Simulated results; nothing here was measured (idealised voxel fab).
The following process module bears the name voxel capacitor over wiring.
Section shown: cut. Width: 275 nm. Cell size: 5 nm, square.
Think of the cross-section as a grid of square cells. We describe it in bands, top to bottom, and each band covers one or more rows of those cells.
The band entry comprises the height of the band's top followed by the height of its bottom, expressed in nm, and subsequently the band's materials from left to right, each stated together with its width in nm. Where a single material is marked with the word "throughout", that material fills the band from edge to edge. The word "empty" represents empty space.
The level at which height equals 0 is the one under which the wafer, as it arrives, is entirely one material. No lower edge exists for the bottom band, which continues downward and is notated as in "0 -> down".
The notation "30 to 40" denotes a width that varies across the rows of cells in the band, beginning at the first number in the top row, finishing at the second number in the bottom row, and changing by an identical amount from each row to the next.
Step marked "everything unchanged"? Then no cell in the cross-section changed in it.
"Enclosed void catalog" contains a list of empty spaces, each no smaller than 8 cells and without an open way to the top, written in the form width x height at distance with the distance from the left edge and all three in nm.
It should be noted that, on the line of a given step, the content following the step's settings is a remark produced by the simulator itself with respect to that step.
"overlay nm" answers the question of how far to the right of plan the mask lay on a step that has a mask, and when it is negative the answer is to the left.

[Here's what the planned process steps look like]
1,RECEIVE,material Si
2,CONFORMAL_DEP,material SiO2,thk nm 10
3,DIRECTIONAL_DEP,material TiN,thk nm 5
4,DIRECTIONAL_DEP,material W,thk nm 15
5,DIRECTIONAL_DEP,material aC,thk nm 15
6,PATTERN,tone cover,mask id METAL_1,material resist,width nm 25,pitch nm 80,thk nm 35,overlay nm 0
7,DIRECTIONAL_ETCH,etch materials aC,depth nm 15
8,STRIP,etch materials resist
9,DIRECTIONAL_ETCH,etch materials W,depth nm 15
10,DIRECTIONAL_ETCH,etch materials TiN,depth nm 5
11,STRIP,etch materials aC
12,CONFORMAL_DEP,material SiCN,thk nm 5
13,FILL_DEP,material SiO2,thk nm 10
14,CMP,height nm 30
15,CONFORMAL_DEP,material SiCN,thk nm 5
16,DIRECTIONAL_DEP,material SiO2,thk nm 10
17,MASKED_ETCH,tone open,mask id PLUG_1,width nm 15,etch materials SiO2,depth nm 10,overlay nm 0
18,MASKED_ETCH,tone open,mask id PLUG_1,width nm 15,etch materials SiCN,depth nm 5,overlay nm -15
19,EPI,material Ru,thk nm 10
20,EPI,material Ru,thk nm 5
21,DIRECTIONAL_DEP,material TiN,thk nm 10
22,DIRECTIONAL_DEP,material HfO2,thk nm 5
23,DIRECTIONAL_DEP,material TiN,thk nm 5
24,DIRECTIONAL_DEP,material aC,thk nm 15
25,PATTERN,tone cover,mask id UPPER_PLATE,material resist,width nm 60,thk nm 30,overlay nm 0
26,DIRECTIONAL_ETCH,etch materials aC,depth nm 15
27,STRIP,etch materials resist
28,DIRECTIONAL_ETCH,etch materials TiN,depth nm 5
29,DIRECTIONAL_ETCH,etch materials HfO2,depth nm 5
30,STRIP,etch materials aC
31,MASKED_ETCH,tone cover,mask id LOWER_PLATE,width nm 70,etch materials TiN,depth nm 10,overlay nm 0
32,FILL_DEP,material SiO2,thk nm 20
33,CMP,height nm 80
34,DIRECTIONAL_DEP,material aC,thk nm 10
35,PATTERN,tone open,mask id PLUG_2,material resist,width nm 15,thk nm 30,overlay nm 0
36,DIRECTIONAL_ETCH,etch materials aC,depth nm 10
37,STRIP,etch materials resist
38,DIRECTIONAL_ETCH,etch materials SiO2,depth nm 15
39,STRIP,etch materials aC
40,CONFORMAL_DEP,material TiN,thk nm 5
41,FILL_DEP,material W,thk nm 5
42,CMP,height nm 80
43,CONFORMAL_DEP,material SiCN,thk nm 5
The wafers are alike at the start. At step 18, their overlay nm differs. The plan lists the first wafer's value.

[Step 1 complete: as-received cross-section of the first of several wafers]
- 0 -> down | Si throughout
- Enclosed void catalog: none

[Depicted here is the first of several wafers in cross-section, at module completion following the last step, step 43]
- 85 -> 80 | SiCN throughout
- 80 -> 70 | SiO2: 105, then TiN: 5, then W: 5, then TiN: 5, then SiO2: 155
- 70 -> 60 | SiO2: 105 to 110, then TiN: 15 to 45, then SiO2: 155 to 120
- 60 -> 55 | SiO2: 110, then HfO2: 45, then SiO2: 120
- 55 -> 50 | SiO2: 90, then TiN: 70, then SiO2: 115
- 50 -> 45 | SiO2: 90, then TiN: 5, then HfO2: 15, then TiN: 50, then SiO2: 115
- 45 -> 35 | SiO2: 95, then TiN: 15, then SiO2: 165
- 35 -> 30 | SiCN throughout
- 30 -> 15 | SiO2: 80, then SiCN: 5, then W: 25, then SiCN: 5, then SiO2: 45, then SiCN: 5, then W: 25, then SiCN: 5, then SiO2: 80
- 15 -> 10 | SiCN: 85, then TiN: 25, then SiCN: 55, then TiN: 25, then SiCN: 85
- 10 -> 0 | SiO2 throughout
- 0 -> down | Si throughout
- Enclosed void catalog: none

[X-section, last wafer, module end]
- 85 -> 80 | SiCN throughout
- 80 -> 70 | SiO2: 105, then TiN: 5, then W: 5, then TiN: 5, then SiO2: 155
- 70 -> 60 | SiO2: 105 to 110, then TiN: 15 to 45, then SiO2: 155 to 120
- 60 -> 55 | SiO2: 110, then HfO2: 45, then SiO2: 120
- 55 -> 50 | SiO2: 90, then TiN: 70, then SiO2: 115
- 50 -> 45 | SiO2: 90, then TiN: 5, then HfO2: 15, then TiN: 50, then SiO2: 115
- 45 -> 35 | SiO2: 95, then TiN: 15, then SiO2: 165
- 35 -> 30 | SiCN throughout
- 30 -> 15 | SiO2: 80, then SiCN: 5, then W: 25, then SiCN: 5, then SiO2: 45, then SiCN: 5, then W: 25, then SiCN: 5, then SiO2: 80
- 15 -> 10 | SiCN: 85, then TiN: 25, then SiCN: 55, then TiN: 25, then SiCN: 85
- 10 -> 0 | SiO2 throughout
- 0 -> down | Si throughout
- Enclosed void catalog: none

[Per wafer (row), end of module: delta in cells per material since receipt, (+) for gained, (-) for lost; closed voids after that]
overlay nm -15, +12 HfO2, +167 SiCN, +667 SiO2, +57 TiN, +32 W, Enclosed void catalog: none
overlay nm -10, +12 HfO2, +7 Ru, +166 SiCN, +661 SiO2, +57 TiN, +32 W, Enclosed void catalog: none
overlay nm -5, +12 HfO2, +8 Ru, +165 SiCN, +661 SiO2, +57 TiN, +32 W, Enclosed void catalog: none
overlay nm 0, +12 HfO2, +9 Ru, +164 SiCN, +661 SiO2, +57 TiN, +32 W, Enclosed void catalog: none
overlay nm 5, +12 HfO2, +8 Ru, +165 SiCN, +661 SiO2, +57 TiN, +32 W, Enclosed void catalog: none
overlay nm 10, +12 HfO2, +7 Ru, +166 SiCN, +661 SiO2, +57 TiN, +32 W, Enclosed void catalog: none
overlay nm 15, +12 HfO2, +167 SiCN, +667 SiO2, +57 TiN, +32 W, Enclosed void catalog: none
